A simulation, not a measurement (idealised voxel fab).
process module | voxel wiring stack
cross-section cut | 215 nm wide | cells 5 nm
A cross-section is a grid of square cells, given in bands from the top down. A band is one or more rows of cells.
Each band's line starts with the height of the band's top and of its bottom, in nm. Then come its materials from left to right, each with its width in nm. One material with "throughout" fills the band from edge to edge. "air" is empty space.
Height 0 is the level under which the wafer as received is all one material. The lowest band goes on downwards, as in "0 down".
A width such as "30 to 40" changes by the same amount from each row of cells to the next, from the band's top row to its bottom row.
"no change" after a step means that no cell of the cross-section changed.
closed voids: empty space of 8 cells or more with no open way to the top, each as width x height at its distance from the left edge, in nm
after a step's settings: what the simulator itself notes on the step
overlay nm, on a step with a mask: how far to the right of its planned place the mask lay; to the left if negative
plan
1 op RECEIVE | material Si
2 op CONFORMAL_DEP | material SiO2 | thk nm 15
3 op CONFORMAL_DEP | material SiN | thk nm 5
4 op DIRECTIONAL_DEP | material lowk | thk nm 15
5 op MASKED_ETCH | tone open | mask id METAL_1 | width nm 25 | pitch nm 45 | etch materials lowk | depth nm 15 | overlay nm 0
6 op MASKED_ETCH | tone open | mask id METAL_1 | width nm 25 | pitch nm 45 | etch materials SiN | depth nm 5 | overlay nm 0
7 op CONFORMAL_DEP | material TiN | thk nm 5
8 op FILL_DEP | material Cu | thk nm 5
9 op CMP | height nm 35
10 op CONFORMAL_DEP | material SiCN | thk nm 5
11 op DIRECTIONAL_DEP | material SiO2 | thk nm 25
12 op DIRECTIONAL_DEP | material aC | thk nm 10
13 op PATTERN | tone open | mask id METAL_2_HOLES | material resist | width nm 15 | pitch nm 45 | thk nm 25 | overlay nm 0
14 op DIRECTIONAL_ETCH | etch materials aC | depth nm 10
15 op STRIP | etch materials resist
16 op DIRECTIONAL_ETCH | etch materials SiO2 | depth nm 25
17 op STRIP | etch materials aC
18 op MASKED_ETCH | tone open | mask id METAL_2 | width nm 25 | pitch nm 45 | etch materials SiO2 | depth nm 15 | overlay nm 0
19 op MASKED_ETCH | tone open | mask id METAL_2 | width nm 25 | pitch nm 45 | etch materials SiCN | depth nm 5 | overlay nm 0
20 op CONFORMAL_DEP | material TiN | thk nm 5
21 op FILL_DEP | material Ru | thk nm 10
22 op CMP | height nm 65
23 op CONFORMAL_DEP | material SiCN | thk nm 5
24 op DIRECTIONAL_DEP | material SiO2 | thk nm 15
25 op MASKED_ETCH | tone open | mask id PLUG_2 | width nm 15 | etch materials SiO2 | depth nm 15 | overlay nm 0
26 op MASKED_ETCH | tone open | mask id PLUG_2 | width nm 15 | etch materials SiCN | depth nm 5 | overlay nm 0
27 op EPI | material Ru | thk nm 10
28 op EPI | material Ru | thk nm 10
29 op DIRECTIONAL_DEP | material TiN | thk nm 5
30 op DIRECTIONAL_DEP | material Ru | thk nm 20
31 op DIRECTIONAL_DEP | material aC | thk nm 10
32 op PATTERN | tone cover | mask id METAL_3 | material resist | width nm 25 | pitch nm 45 | thk nm 25 | overlay nm 0
33 op DIRECTIONAL_ETCH | etch materials aC | depth nm 10
34 op STRIP | etch materials resist
35 op DIRECTIONAL_ETCH | etch materials Ru | depth nm 20
36 op DIRECTIONAL_ETCH | etch materials TiN | depth nm 5
37 op STRIP | etch materials aC
38 op FILL_DEP | material SiO2 | thk nm 5
39 op CMP | height nm 110
40 op CONFORMAL_DEP | material SiCN | thk nm 5
41 op DIRECTIONAL_DEP | material lowk | thk nm 25
42 op MASKED_ETCH | tone open | mask id METAL_4 | width nm 25 | pitch nm 45 | etch materials lowk | depth nm 15 | overlay nm 0
43 op DIRECTIONAL_DEP | material aC | thk nm 15
44 op PATTERN | tone open | mask id METAL_4_HOLES | material resist | width nm 15 | thk nm 35 | overlay nm 0
45 op DIRECTIONAL_ETCH | etch materials aC | depth nm 15
46 op STRIP | etch materials resist
47 op DIRECTIONAL_ETCH | etch materials lowk | depth nm 10
48 op DIRECTIONAL_ETCH | etch materials SiCN | depth nm 5
49 op STRIP | etch materials aC
50 op CONFORMAL_DEP | material TiN | thk nm 5
51 op FILL_DEP | material Cu | thk nm 10
52 op CMP | height nm 140
53 op CONFORMAL_DEP | material SiCN | thk nm 5
as received, after step 1
  0 down: Si throughout
  closed voids: none
a wafer at the end: this start, this plan, one mistake
  160 to 155: SiCN throughout
  155 to 145: Cu throughout
  145 to 140: TiN 75 | Cu 15 | TiN 30 | Cu 15 | TiN 80
  140 to 130: lowk 70 | TiN 5 | Cu 15 | TiN 5 | lowk 20 | TiN 5 | Cu 15 | TiN 5 | lowk 75
  130 to 125: lowk 70 | TiN 5 | Cu 5 | TiN 15 | lowk 20 | TiN 25 | lowk 75
  125 to 115: lowk 70 | TiN 5 | Cu 5 | TiN 5 | lowk 130
  115 to 110: SiCN 70 | TiN 15 | SiCN 130
  110 to 90: SiO2 70 | Ru 25 | SiO2 20 | Ru 25 | SiO2 75
  90 to 85: SiO2 70 | TiN 25 | SiO2 20 | TiN 25 | SiO2 75
  85 to 70: SiO2 70 | Ru 15 | SiO2 130
  70 to 65: SiCN 70 | Ru 15 | SiCN 130
  65 to 55: SiO2 70 | TiN 5 | Ru 15 | TiN 5 | SiO2 20 | TiN 5 | Ru 15 | TiN 5 | SiO2 75
  55 to 50: SiO2 70 | TiN 5 | Ru 5 | TiN 15 | SiO2 20 | TiN 5 | Ru 5 | TiN 15 | SiO2 75
  50 to 40: SiO2 70 | TiN 5 | Ru 5 | TiN 5 | SiO2 30 | TiN 5 | Ru 5 | TiN 5 | SiO2 85
  40 to 35: SiCN 70 | TiN 15 | SiCN 30 | TiN 15 | SiCN 85
  35 to 20: lowk 70 | TiN 5 | Cu 15 | TiN 5 | lowk 20 | TiN 5 | Cu 15 | TiN 5 | lowk 75
  20 to 15: SiN 70 | TiN 25 | SiN 20 | TiN 25 | SiN 75
  15 to 0: SiO2 throughout
  0 down: Si throughout
  closed voids: none
what went wrong: step 52 was left out
